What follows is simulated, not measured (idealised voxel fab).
process module | voxel released beams
cross-section cut | 180 nm wide | cells 5 nm
A cross-section is a grid of square cells, given in bands from the top down. A band is one or more rows of cells.
Each band's line starts with the height of the band's top and of its bottom, in nm. Then come its materials from left to right, each with its width in nm. One material with "throughout" fills the band from edge to edge. "air" is empty space.
Height 0 is the level under which the wafer as received is all one material. The lowest band goes on downwards, as in "0 down".
A width such as "30 to 40" changes by the same amount from each row of cells to the next, from the band's top row to its bottom row.
"no change" after a step means that no cell of the cross-section changed.
closed voids: empty space of 8 cells or more with no open way to the top, each as width x height at its distance from the left edge, in nm
after a step's settings: what the simulator itself notes on the step
overlay nm, on a step with a mask: how far to the right of its planned place the mask lay; to the left if negative
plan
1 op RECEIVE | material Si
2 op CONFORMAL_DEP | material Al2O3 | thk nm 5
3 op DIRECTIONAL_DEP | material SiO2 | thk nm 20
4 op MASKED_ETCH | tone open | mask id ANCHOR | width nm 40 | etch materials SiO2 | depth nm 20 | overlay nm 0
5 op CONFORMAL_DEP | material SiN | thk nm 15
6 op PATTERN | tone cover | mask id BEAM | material resist | width nm 105 | thk nm 15 | overlay nm 0
7 op DIRECTIONAL_ETCH | etch materials SiN | depth nm 15
8 op STRIP | etch materials resist
9 op STRIP | etch materials SiO2
as received, after step 1
  0 down: Si throughout
  closed voids: none
a wafer at the end: this start, this plan, one mistake
  40 to 25: air 35 | SiN 105 | air 40
  25 to 20: Al2O3 throughout
  20 to 0: SiO2 throughout
  0 down: Si throughout
  closed voids: none
what went wrong: steps 2 and 3 were swapped
